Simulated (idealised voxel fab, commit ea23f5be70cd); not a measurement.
process module | voxel lift off
cross-section cut | 275 nm wide | cells 5 nm
A cross-section is a grid of square cells, given in bands from the top down. A band is one or more rows of cells.
Each band's line starts with the height of the band's top and of its bottom, in nm. Then come its materials from left to right, each with its width in nm. One material with "throughout" fills the band from edge to edge. "air" is empty space.
Height 0 is the level under which the wafer as received is all one material. The lowest band goes on downwards, as in "0 down".
A width such as "30 to 40" changes by the same amount from each row of cells to the next, from the band's top row to its bottom row.
"no change" after a step means that no cell of the cross-section changed.
closed voids: empty space of 8 cells or more with no open way to the top, each as width x height at its distance from the left edge, in nm
after a step's settings: what the simulator itself notes on the step
overlay nm, on a step with a mask: how far to the right of its planned place the mask lay; to the left if negative
Each pair below shows a cross-section before one step and the cross-section after it, down to the lowest band that changed. The line under each pair gives the step between them, with its settings. The pairs can come from different runs of this module on the same starting wafer, so a pair continues from the pair above only where its "before" says so.
before
  0 down: Si throughout
  closed voids: none
after
  15 to 0: SiO2 throughout
  below 0: unchanged
  closed voids: none
the step between: op CONFORMAL_DEP | material SiO2 | thk nm 15
before: the cross-section after the pair above
after
  35 to 15: resist 90 | air 30 | resist 30 | air 30 | resist 95
  below 15: unchanged
  closed voids: none
the step between: op PATTERN | tone open | mask id LINES | material resist | width nm 30 | pitch nm 60 | thk nm 20 | overlay nm 0
before: the cross-section after the pair above
after
  40 to 35: Ru 90 | air 30 | Ru 30 | air 30 | Ru 95
  35 to 20: resist 90 | air 30 | resist 30 | air 30 | resist 95
  20 to 15: resist 90 | Ru 30 | resist 30 | Ru 30 | resist 95
  below 15: unchanged
  closed voids: none
the step between: op DIRECTIONAL_DEP | material Ru | thk nm 5
before: the cross-section after the pair above
after
  20 to 15: air 90 | Ru 30 | air 30 | Ru 30 | air 95
  below 15: unchanged
  closed voids: none
the step between: op STRIP | etch materials resist
before: the cross-section after the pair above
after
  25 to 20: air 85 | SiCN 40 | air 20 | SiCN 40 | air 90
  20 to 15: SiCN 90 | Ru 30 | SiCN 30 | Ru 30 | SiCN 95
  below 15: unchanged
  closed voids: none
the step between: op CONFORMAL_DEP | material SiCN | thk nm 5
before
  35 to 15: resist 90 | air 30 | resist 30 | air 30 | resist 95
  15 to 0: SiO2 throughout
  0 down: Si throughout
  closed voids: none
after
  15 to 0: SiO2 throughout
  below 0: unchanged
  closed voids: none
the step between: op STRIP | etch materials resist
before: the cross-section after the pair above
after
  20 to 15: SiCN throughout
  below 15: unchanged
  closed voids: none
the step between: op CONFORMAL_DEP | material SiCN | thk nm 5
before
  15 to 0: SiO2 throughout
  0 down: Si throughout
  closed voids: none
after
  30 to 0: SiO2 throughout
  below 0: unchanged
  closed voids: none
the step between: op CONFORMAL_DEP | material SiO2 | thk nm 15
before: the cross-section after the pair above
after
  50 to 30: resist 90 | air 30 | resist 30 | air 30 | resist 95
  below 30: unchanged
  closed voids: none
the step between: op PATTERN | tone open | mask id LINES | material resist | width nm 30 | pitch nm 60 | thk nm 20 | overlay nm 0
before: the cross-section after the pair above
after
  55 to 50: Ru 90 | air 30 | Ru 30 | air 30 | Ru 95
  50 to 35: resist 90 | air 30 | resist 30 | air 30 | resist 95
  35 to 30: resist 90 | Ru 30 | resist 30 | Ru 30 | resist 95
  below 30: unchanged
  closed voids: none
the step between: op DIRECTIONAL_DEP | material Ru | thk nm 5
before: the cross-section after the pair above
after
  35 to 30: air 90 | Ru 30 | air 30 | Ru 30 | air 95
  below 30: unchanged
  closed voids: none
the step between: op STRIP | etch materials resist
before: the cross-section after the pair above
after
  40 to 35: air 85 | SiCN 40 | air 20 | SiCN 40 | air 90
  35 to 30: SiCN 90 | Ru 30 | SiCN 30 | Ru 30 | SiCN 95
  below 30: unchanged
  closed voids: none
the step between: op CONFORMAL_DEP | material SiCN | thk nm 5
before
  0 down: Si throughout
  closed voids: none
after
  10 to 0: SiO2 throughout
  below 0: unchanged
  closed voids: none
the step between: op CONFORMAL_DEP | material SiO2 | thk nm 10
before: the cross-section after the pair above
after
  30 to 10: resist 90 | air 30 | resist 30 | air 30 | resist 95
  below 10: unchanged
  closed voids: none
the step between: op PATTERN | tone open | mask id LINES | material resist | width nm 30 | pitch nm 60 | thk nm 20 | overlay nm 0
before: the cross-section after the pair above
after
  35 to 30: Ru 90 | air 30 | Ru 30 | air 30 | Ru 95
  30 to 15: resist 90 | air 30 | resist 30 | air 30 | resist 95
  15 to 10: resist 90 | Ru 30 | resist 30 | Ru 30 | resist 95
  below 10: unchanged
  closed voids: none
the step between: op DIRECTIONAL_DEP | material Ru | thk nm 5
before: the cross-section after the pair above
after
  15 to 10: air 90 | Ru 30 | air 30 | Ru 30 | air 95
  below 10: unchanged
  closed voids: none
the step between: op STRIP | etch materials resist
before: the cross-section after the pair above
after
  20 to 15: air 85 | SiCN 40 | air 20 | SiCN 40 | air 90
  15 to 10: SiCN 90 | Ru 30 | SiCN 30 | Ru 30 | SiCN 95
  below 10: unchanged
  closed voids: none
the step between: op CONFORMAL_DEP | material SiCN | thk nm 5
before
  15 to 0: SiO2 throughout
  0 down: Si throughout
  closed voids: none
after
  35 to 15: resist 85 | air 40 | resist 20 | air 40 | resist 90
  below 15: unchanged
  closed voids: none
the step between: op PATTERN | tone open | mask id LINES | material resist | width nm 40 | pitch nm 60 | thk nm 20 | overlay nm 0
before: the cross-section after the pair above
after
  40 to 35: Ru 85 | air 40 | Ru 20 | air 40 | Ru 90
  35 to 20: resist 85 | air 40 | resist 20 | air 40 | resist 90
  20 to 15: resist 85 | Ru 40 | resist 20 | Ru 40 | resist 90
  below 15: unchanged
  closed voids: none
the step between: op DIRECTIONAL_DEP | material Ru | thk nm 5
before: the cross-section after the pair above
after
  20 to 15: air 85 | Ru 40 | air 20 | Ru 40 | air 90
  below 15: unchanged
  closed voids: none
the step between: op STRIP | etch materials resist
before: the cross-section after the pair above
after
  25 to 20: air 80 | SiCN 50 | air 10 | SiCN 50 | air 85
  20 to 15: SiCN 85 | Ru 40 | SiCN 20 | Ru 40 | SiCN 90
  below 15: unchanged
  closed voids: none
the step between: op CONFORMAL_DEP | material SiCN | thk nm 5
before
  15 to 0: SiO2 throughout
  0 down: Si throughout
  closed voids: none
after
  35 to 15: resist 80 | air 30 | resist 30 | air 30 | resist 105
  below 15: unchanged
  closed voids: none
the step between: op PATTERN | tone open | mask id LINES | material resist | width nm 30 | pitch nm 60 | thk nm 20 | overlay nm -10
before: the cross-section after the pair above
after
  40 to 35: Ru 80 | air 30 | Ru 30 | air 30 | Ru 105
  35 to 20: resist 80 | air 30 | resist 30 | air 30 | resist 105
  20 to 15: resist 80 | Ru 30 | resist 30 | Ru 30 | resist 105
  below 15: unchanged
  closed voids: none
the step between: op DIRECTIONAL_DEP | material Ru | thk nm 5
before: the cross-section after the pair above
after
  20 to 15: air 80 | Ru 30 | air 30 | Ru 30 | air 105
  below 15: unchanged
  closed voids: none
the step between: op STRIP | etch materials resist
before: the cross-section after the pair above
after
  25 to 20: air 75 | SiCN 40 | air 20 | SiCN 40 | air 100
  20 to 15: SiCN 80 | Ru 30 | SiCN 30 | Ru 30 | SiCN 105
  below 15: unchanged
  closed voids: none
the step between: op CONFORMAL_DEP | material SiCN | thk nm 5
before
  0 down: Si throughout
  closed voids: none
after
  15 to 0: Ru throughout
  below 0: unchanged
  closed voids: none
the step between: op CONFORMAL_DEP | material Ru | thk nm 15
before: the cross-section after the pair above
after
  35 to 15: resist 90 | air 30 | resist 30 | air 30 | resist 95
  below 15: unchanged
  closed voids: none
the step between: op PATTERN | tone open | mask id LINES | material resist | width nm 30 | pitch nm 60 | thk nm 20 | overlay nm 0
before: the cross-section after the pair above
after
  40 to 35: Ru 90 | air 30 | Ru 30 | air 30 | Ru 95
  35 to 20: resist 90 | air 30 | resist 30 | air 30 | resist 95
  20 to 15: resist 90 | Ru 30 | resist 30 | Ru 30 | resist 95
  below 15: unchanged
  closed voids: none
the step between: op DIRECTIONAL_DEP | material Ru | thk nm 5
before: the cross-section after the pair above
after
  20 to 15: air 90 | Ru 30 | air 30 | Ru 30 | air 95
  below 15: unchanged
  closed voids: none
the step between: op STRIP | etch materials resist
before: the cross-section after the pair above
after
  25 to 20: air 85 | SiCN 40 | air 20 | SiCN 40 | air 90
  20 to 15: SiCN 90 | Ru 30 | SiCN 30 | Ru 30 | SiCN 95
  below 15: unchanged
  closed voids: none
the step between: op CONFORMAL_DEP | material SiCN | thk nm 5
before
  15 to 0: SiO2 throughout
  0 down: Si throughout
  closed voids: none
after
  35 to 15: air 90 | resist 30 | air 30 | resist 30 | air 95
  below 15: unchanged
  closed voids: none
the step between: op PATTERN | tone cover | mask id LINES | material resist | width nm 30 | pitch nm 60 | thk nm 20 | overlay nm 0
before: the cross-section after the pair above
after
  40 to 35: air 90 | Ru 30 | air 30 | Ru 30 | air 95
  35 to 20: air 90 | resist 30 | air 30 | resist 30 | air 95
  20 to 15: Ru 90 | resist 30 | Ru 30 | resist 30 | Ru 95
  below 15: unchanged
  closed voids: none
the step between: op DIRECTIONAL_DEP | material Ru | thk nm 5
before: the cross-section after the pair above
after
  20 to 15: Ru 90 | air 30 | Ru 30 | air 30 | Ru 95
  below 15: unchanged
  closed voids: none
the step between: op STRIP | etch materials resist
before: the cross-section after the pair above
after
  25 to 20: SiCN 95 | air 20 | SiCN 40 | air 20 | SiCN 100
  20 to 15: Ru 90 | SiCN 30 | Ru 30 | SiCN 30 | Ru 95
  below 15: unchanged
  closed voids: none
the step between: op CONFORMAL_DEP | material SiCN | thk nm 5
